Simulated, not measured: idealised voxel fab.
The process module that follows is named voxel self aligned contacts.
Square cell edge 5 nm, section width 235 nm, ID cut.
Notation: cross-section as square-cell grid; stated in bands, top first, going down; one or more cell rows per band.
Top, bottom (nm), then materials left to right with widths (nm); lone material tagged "throughout" fills the whole band edge to edge; "blank" = empty space.
Heights are expressed relative to 0, this being the level below which the as-received wafer comprises one material exclusively. The lowest band is unbounded in the downward direction and is denoted as in "0 -> down".
The two numbers in a width such as "30..40" mark its ends across the band: the first belongs to the top row of cells, the second to the bottom row, and from each row to the next the width moves by the same amount.
It should be understood that the words "remained the same", when stated for a given step, signify that the cross-section underwent no change in any of its cells during that step.
"Closed void roster" lists enclosed empty spaces (at least 8 cells, no open path upward to the top), each as width x height at distance from the left edge, in nm.
Read whatever lies past the settings on a step's line as the simulator's own remark about the step.
If you see "overlay nm" on a step's line and that step has a mask, it's telling you how far right of where it was planned the mask ended up; a negative number means it went left instead.

-- Process steps foreseen in the plan
1. RECEIVE | material Si
2. CONFORMAL_DEP | material SiO2 | thk nm 5
3. DIRECTIONAL_DEP | material polySi | thk nm 30
4. DIRECTIONAL_DEP | material SiN | thk nm 15
5. PATTERN | tone cover | mask id GATE | material resist | width nm 25 | pitch nm 50 | thk nm 20 | overlay nm 0
6. DIRECTIONAL_ETCH | etch materials SiN | depth nm 15
7. DIRECTIONAL_ETCH | etch materials polySi | depth nm 30
8. STRIP | etch materials resist
9. CONFORMAL_DEP | material SiN | thk nm 5
10. DIRECTIONAL_ETCH | etch materials SiN | depth nm 5
11. FILL_DEP | material SiO2 | thk nm 15
12. CMP | height nm 60
13. PATTERN | tone open | mask id CONTACT | material resist | width nm 35 | pitch nm 50 | thk nm 15 | overlay nm 0
14. DIRECTIONAL_ETCH | etch materials SiO2 | depth nm 60
15. STRIP | etch materials resist
16. CONFORMAL_DEP | material TiN | thk nm 5
17. FILL_DEP | material Ru | thk nm 10
18. CMP | height nm 60
19. CONFORMAL_DEP | material SiCN | thk nm 5

-- The following pertains to the first of two wafers, which was processed as planned

-- Delivered wafer in cross-section: state after step 1
    0 -> down  Si throughout
    Closed void roster: none

-- So this is the wafer cross-section right after step 2
    5 -> 0  SiO2 throughout
    At heights below 0, the structure remains unaltered.

-- So this is the wafer cross-section right after step 3
    35 -> 5  polySi throughout
    At heights below 5, the structure remains unaltered.

-- So this is the wafer cross-section right after step 4
    50 -> 35  SiN throughout
    At heights below 35, the structure remains unaltered.

-- So this is the wafer cross-section right after step 5
    70 -> 50  55 of blank  25 of resist  25 of blank  25 of resist  25 of blank  25 of resist  55 of blank
    At heights below 50, the structure remains unaltered.

-- So this is the wafer cross-section right after step 6
    70 -> 50  55 of blank  25 of resist  25 of blank  25 of resist  25 of blank  25 of resist  55 of blank
    50 -> 35  55 of blank  25 of SiN  25 of blank  25 of SiN  25 of blank  25 of SiN  55 of blank
    At heights below 35, the structure remains unaltered.

-- So this is the wafer cross-section right after step 7
    70 -> 50  55 of blank  25 of resist  25 of blank  25 of resist  25 of blank  25 of resist  55 of blank
    50 -> 35  55 of blank  25 of SiN  25 of blank  25 of SiN  25 of blank  25 of SiN  55 of blank
    35 -> 5  55 of blank  25 of polySi  25 of blank  25 of polySi  25 of blank  25 of polySi  55 of blank
    At heights below 5, the structure remains unaltered.

-- So this is the wafer cross-section right after step 8
    50 -> 35  55 of blank  25 of SiN  25 of blank  25 of SiN  25 of blank  25 of SiN  55 of blank
    At heights below 35, the structure remains unaltered.

-- So this is the wafer cross-section right after step 9
    55 -> 35  50 of blank  35 of SiN  15 of blank  35 of SiN  15 of blank  35 of SiN  50 of blank
    35 -> 10  50 of blank  5 of SiN  25 of polySi  5 of SiN  15 of blank  5 of SiN  25 of polySi  5 of SiN  15 of blank  5 of SiN  25 of polySi  5 of SiN  50 of blank
    10 -> 5  55 of SiN  25 of polySi  25 of SiN  25 of polySi  25 of SiN  25 of polySi  55 of SiN
    At heights below 5, the structure remains unaltered.

-- So this is the wafer cross-section right after step 10
    50 -> 35  50 of blank  35 of SiN  15 of blank  35 of SiN  15 of blank  35 of SiN  50 of blank
    35 -> 5  50 of blank  5 of SiN  25 of polySi  5 of SiN  15 of blank  5 of SiN  25 of polySi  5 of SiN  15 of blank  5 of SiN  25 of polySi  5 of SiN  50 of blank
    At heights below 5, the structure remains unaltered.

-- So this is the wafer cross-section right after step 11
    65 -> 50  SiO2 throughout
    50 -> 35  50 of SiO2  35 of SiN  15 of SiO2  35 of SiN  15 of SiO2  35 of SiN  50 of SiO2
    35 -> 5  50 of SiO2  5 of SiN  25 of polySi  5 of SiN  15 of SiO2  5 of SiN  25 of polySi  5 of SiN  15 of SiO2  5 of SiN  25 of polySi  5 of SiN  50 of SiO2
    At heights below 5, the structure remains unaltered.

-- So this is the wafer cross-section right after step 12
    60 -> 50  SiO2 throughout
    At heights below 50, the structure remains unaltered.

-- So this is the wafer cross-section right after step 13
    75 -> 60  75 of resist  35 of blank  15 of resist  35 of blank  75 of resist
    At heights below 60, the structure remains unaltered.

-- So this is the wafer cross-section right after step 14
    75 -> 60  75 of resist  35 of blank  15 of resist  35 of blank  75 of resist
    60 -> 50  75 of SiO2  35 of blank  15 of SiO2  35 of blank  75 of SiO2
    50 -> 35  50 of SiO2  35 of SiN  15 of blank  35 of SiN  15 of blank  35 of SiN  50 of SiO2
    35 -> 5  50 of SiO2  5 of SiN  25 of polySi  5 of SiN  15 of blank  5 of SiN  25 of polySi  5 of SiN  15 of blank  5 of SiN  25 of polySi  5 of SiN  50 of SiO2
    5 -> 0  85 of SiO2  15 of blank  35 of SiO2  15 of blank  85 of SiO2
    At heights below 0, the structure remains unaltered.

-- So this is the wafer cross-section right after step 15
    60 -> 50  75 of SiO2  35 of blank  15 of SiO2  35 of blank  75 of SiO2
    At heights below 50, the structure remains unaltered.

-- So this is the wafer cross-section right after step 16
    65 -> 60  80 of TiN  25 of blank  25 of TiN  25 of blank  80 of TiN
    60 -> 50  75 of SiO2  5..15 of TiN  25..5 of blank  5..15 of TiN  15 of SiO2  5..15 of TiN  25..5 of blank  5..15 of TiN  75 of SiO2
    50 -> 35  50 of SiO2  35 of SiN  5 of TiN  5 of blank  5 of TiN  35 of SiN  5 of TiN  5 of blank  5 of TiN  35 of SiN  50 of SiO2
    35 -> 5  50 of SiO2  5 of SiN  25 of polySi  5 of SiN  5 of TiN  5 of blank  5 of TiN  5 of SiN  25 of polySi  5 of SiN  5 of TiN  5 of blank  5 of TiN  5 of SiN  25 of polySi  5 of SiN  50 of SiO2
    5 -> 0  85 of SiO2  15 of TiN  35 of SiO2  15 of TiN  85 of SiO2
    At heights below 0, the structure remains unaltered.

-- So this is the wafer cross-section right after step 17
    75 -> 65  Ru throughout
    65 -> 60  80 of TiN  25 of Ru  25 of TiN  25 of Ru  80 of TiN
    60 -> 50  75 of SiO2  5..15 of TiN  25..5 of Ru  5..15 of TiN  15 of SiO2  5..15 of TiN  25..5 of Ru  5..15 of TiN  75 of SiO2
    50 -> 35  50 of SiO2  35 of SiN  5 of TiN  5 of Ru  5 of TiN  35 of SiN  5 of TiN  5 of Ru  5 of TiN  35 of SiN  50 of SiO2
    35 -> 5  50 of SiO2  5 of SiN  25 of polySi  5 of SiN  5 of TiN  5 of Ru  5 of TiN  5 of SiN  25 of polySi  5 of SiN  5 of TiN  5 of Ru  5 of TiN  5 of SiN  25 of polySi  5 of SiN  50 of SiO2
    At heights below 5, the structure remains unaltered.

-- So this is the wafer cross-section right after step 18
    60 -> 50  75 of SiO2  5..15 of TiN  25..5 of Ru  5..15 of TiN  15 of SiO2  5..15 of TiN  25..5 of Ru  5..15 of TiN  75 of SiO2
    At heights below 50, the structure remains unaltered.

-- So this is the wafer cross-section right after step 19
    65 -> 60  SiCN throughout
    At heights below 60, the structure remains unaltered.

-- Second wafer - shared start and plan with the first - one error in running - same as the first up to step 8 inclusive

Here is the second wafer in cross-section at the point where step 9 of the plan should have been done: remained the same

-- Here is the second wafer in cross-section at the point where step 10 of the plan should have been done
    45 -> 35  55 of blank  25 of SiN  25 of blank  25 of SiN  25 of blank  25 of SiN  55 of blank
    At heights below 35, the structure remains unaltered.

-- Here is the second wafer in cross-section at the point where step 11 of the plan should have been done
    60 -> 45  SiO2 throughout
    45 -> 35  55 of SiO2  25 of SiN  25 of SiO2  25 of SiN  25 of SiO2  25 of SiN  55 of SiO2
    35 -> 5  55 of SiO2  25 of polySi  25 of SiO2  25 of polySi  25 of SiO2  25 of polySi  55 of SiO2
    At heights below 5, the structure remains unaltered.

Here is the second wafer in cross-section at the point where step 12 of the plan should have been done: remained the same

-- Here is the second wafer in cross-section at the point where step 13 of the plan should have been done
    75 -> 60  75 of resist  35 of blank  15 of resist  35 of blank  75 of resist
    At heights below 60, the structure remains unaltered.

-- Here is the second wafer in cross-section at the point where step 14 of the plan should have been done
    75 -> 60  75 of resist  35 of blank  15 of resist  35 of blank  75 of resist
    60 -> 45  75 of SiO2  35 of blank  15 of SiO2  35 of blank  75 of SiO2
    45 -> 35  55 of SiO2  25 of SiN  25 of blank  25 of SiN  25 of blank  25 of SiN  55 of SiO2
    35 -> 5  55 of SiO2  25 of polySi  25 of blank  25 of polySi  25 of blank  25 of polySi  55 of SiO2
    5 -> 0  80 of SiO2  25 of blank  25 of SiO2  25 of blank  80 of SiO2
    At heights below 0, the structure remains unaltered.

-- Here is the second wafer in cross-section at the point where step 15 of the plan should have been done
    60 -> 45  75 of SiO2  35 of blank  15 of SiO2  35 of blank  75 of SiO2
    At heights below 45, the structure remains unaltered.

-- Here is the second wafer in cross-section at the point where step 16 of the plan should have been done
    65 -> 60  80 of TiN  25 of blank  25 of TiN  25 of blank  80 of TiN
    60 -> 50  75 of SiO2  5 of TiN  25 of blank  5 of TiN  15 of SiO2  5 of TiN  25 of blank  5 of TiN  75 of SiO2
    50 -> 45  75 of SiO2  10 of TiN  15 of blank  10 of TiN  15 of SiO2  10 of TiN  15 of blank  10 of TiN  75 of SiO2
    45 -> 35  55 of SiO2  25 of SiN  5 of TiN  15 of blank  5 of TiN  25 of SiN  5 of TiN  15 of blank  5 of TiN  25 of SiN  55 of SiO2
    35 -> 5  55 of SiO2  25 of polySi  5 of TiN  15 of blank  5 of TiN  25 of polySi  5 of TiN  15 of blank  5 of TiN  25 of polySi  55 of SiO2
    5 -> 0  80 of SiO2  25 of TiN  25 of SiO2  25 of TiN  80 of SiO2
    At heights below 0, the structure remains unaltered.

-- Here is the second wafer in cross-section at the point where step 17 of the plan should have been done
    75 -> 65  Ru throughout
    65 -> 60  80 of TiN  25 of Ru  25 of TiN  25 of Ru  80 of TiN
    60 -> 50  75 of SiO2  5 of TiN  25 of Ru  5 of TiN  15 of SiO2  5 of TiN  25 of Ru  5 of TiN  75 of SiO2
    50 -> 45  75 of SiO2  10 of TiN  15 of Ru  10 of TiN  15 of SiO2  10 of TiN  15 of Ru  10 of TiN  75 of SiO2
    45 -> 35  55 of SiO2  25 of SiN  5 of TiN  15 of Ru  5 of TiN  25 of SiN  5 of TiN  15 of Ru  5 of TiN  25 of SiN  55 of SiO2
    35 -> 5  55 of SiO2  25 of polySi  5 of TiN  15 of Ru  5 of TiN  25 of polySi  5 of TiN  15 of Ru  5 of TiN  25 of polySi  55 of SiO2
    At heights below 5, the structure remains unaltered.

-- Here is the second wafer in cross-section at the point where step 18 of the plan should have been done
    60 -> 50  75 of SiO2  5 of TiN  25 of Ru  5 of TiN  15 of SiO2  5 of TiN  25 of Ru  5 of TiN  75 of SiO2
    At heights below 50, the structure remains unaltered.

-- Here is the second wafer in cross-section at the point where step 19 of the plan should have been done
    65 -> 60  SiCN throughout
    At heights below 60, the structure remains unaltered.
Finding, execution versus plan: step 9 of the plan did not run at all; it was left out
In the final state, the cell counts of the second wafer exceed or fall short of those of the first for the following materials: Ru +44 | SiN -69 | SiO2 +25
